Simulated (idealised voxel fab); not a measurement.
Proc. module: voxel gate over fins
FYI the section here is cut, 200 nm wide, cells are 5 nm squares.
For the purposes of this document, a cross-section shall be understood as a grid of square cells, specified as bands listed in top-to-bottom order, each band consisting of one or more rows of cells. The entry gives the band's vertical extent as a top height and a bottom height in nm, then its horizontal make-up as materials from left to right, each with a width in nm. "blank" stands for empty space; a single material marked "full width" fills the band edge to edge. Counting heights begins at 0, where everything beneath is, in the wafer as received, one material. The lowest band has no bottom; it goes on downwards, as "0 and below" shows. Per-row width for "30..40": begins at first number (top row of band), ends at second number (bottom row), increment between rows held constant. Step marked "no modification"? Then no cell in the cross-section changed in it. Entrapped voids: empty space of 8 cells or more with no open way to the top, each as width x height at its distance from the left edge, in nm. Post-settings text on a step line: simulator's own remark regarding the step. overlay nm: on a step with a mask, how far right of its planned place the mask lay; negative means left.
[Process steps - plan]
step 1: RECEIVE (material Si)
step 2: CONFORMAL_DEP (material SiN; thk nm 10)
step 3: PATTERN (tone cover; mask id FINS; material resist; width nm 15; pitch nm 60; thk nm 15; overlay nm 0)
step 4: DIRECTIONAL_ETCH (etch materials SiN; depth nm 10)
step 5: DIRECTIONAL_ETCH (etch materials Si; depth nm 35)
step 6: STRIP (etch materials resist)
step 7: FILL_DEP (material SiO2; thk nm 5)
step 8: CMP (height nm 10)
step 9: DIRECTIONAL_DEP (material aC; thk nm 15)
step 10: PATTERN (tone open; mask id RAIL; material resist; width nm 15; thk nm 30; overlay nm 0)
step 11: DIRECTIONAL_ETCH (etch materials aC; depth nm 15)
step 12: STRIP (etch materials resist)
step 13: DIRECTIONAL_ETCH (etch materials SiO2; depth nm 40)
step 14: STRIP (etch materials aC)
step 15: CONFORMAL_DEP (material TiN; thk nm 5)
step 16: FILL_DEP (material W; thk nm 5)
step 17: CMP (height nm 10)
step 18: SELECTIVE_ETCH (etch materials W Ru TiN; depth nm 30)
step 19: FILL_DEP (material SiO2; thk nm 5)
step 20: CMP (height nm 10)
step 21: SELECTIVE_ETCH (etch materials SiO2; depth nm 25)
step 22: STRIP (etch materials SiN)
step 23: CONFORMAL_DEP (material HfO2; thk nm 5)
step 24: CONFORMAL_DEP (material TiN; thk nm 5)
step 25: CONFORMAL_DEP (material TiAl; thk nm 5)
step 26: CONFORMAL_DEP (material TiN; thk nm 5)
step 27: FILL_DEP (material W; thk nm 15)
step 28: CMP (height nm 30)
step 29: CONFORMAL_DEP (material SiCN; thk nm 5)
[as received, after step 1]
0 and below | Si full width
Entrapped voids: none
[Same starting wafer, same plan as above, one mistake in the execution; this is the cross-section at the end of the module]
35 down to 30 | SiCN full width
30 down to 20 | W full width
20 down to 15 | 40 of W  55 of TiN  5 of W  55 of TiN  45 of W
15 down to 10 | 40 of W  5 of TiN  45 of TiAl  5 of TiN  5 of W  5 of TiN  45 of TiAl  5 of TiN  45 of W
10 down to 5 | 40 of W  5 of TiN  5 of TiAl  35 of TiN  5 of TiAl  5 of TiN  5 of W  5 of TiN  5 of TiAl  35 of TiN  5 of TiAl  5 of TiN  45 of W
5 down to 0 | 45 of TiN  5 of TiAl  5 of TiN  25 of HfO2  5 of TiN  5 of TiAl  15 of TiN  5 of TiAl  5 of TiN  25 of HfO2  5 of TiN  5 of TiAl  50 of TiN
0 down to -5 | 50 of TiAl  5 of TiN  5 of HfO2  15 of Si  5 of HfO2  5 of TiN  25 of TiAl  5 of TiN  5 of HfO2  15 of Si  5 of HfO2  5 of TiN  55 of TiAl
-5 down to -10 | 55 of TiN  5 of HfO2  15 of Si  5 of HfO2  35 of TiN  5 of HfO2  15 of Si  5 of HfO2  60 of TiN
-10 down to -15 | 60 of HfO2  15 of Si  45 of HfO2  15 of Si  65 of HfO2
-15 down to -20 | 60 of SiO2  15 of Si  45 of SiO2  15 of Si  65 of SiO2
-20 down to -25 | 60 of SiO2  15 of Si  15 of SiO2  5 of TiN  5 of W  5 of TiN  15 of SiO2  15 of Si  65 of SiO2
-25 down to -30 | 60 of SiO2  15 of Si  15 of SiO2  15 of TiN  15 of SiO2  15 of Si  65 of SiO2
-30 down to -70 | 60 of SiO2  15 of Si  45 of SiO2  15 of Si  65 of SiO2
-70 and below | Si full width
Entrapped voids: none
Plan not followed: plan step 5 was conducted twice
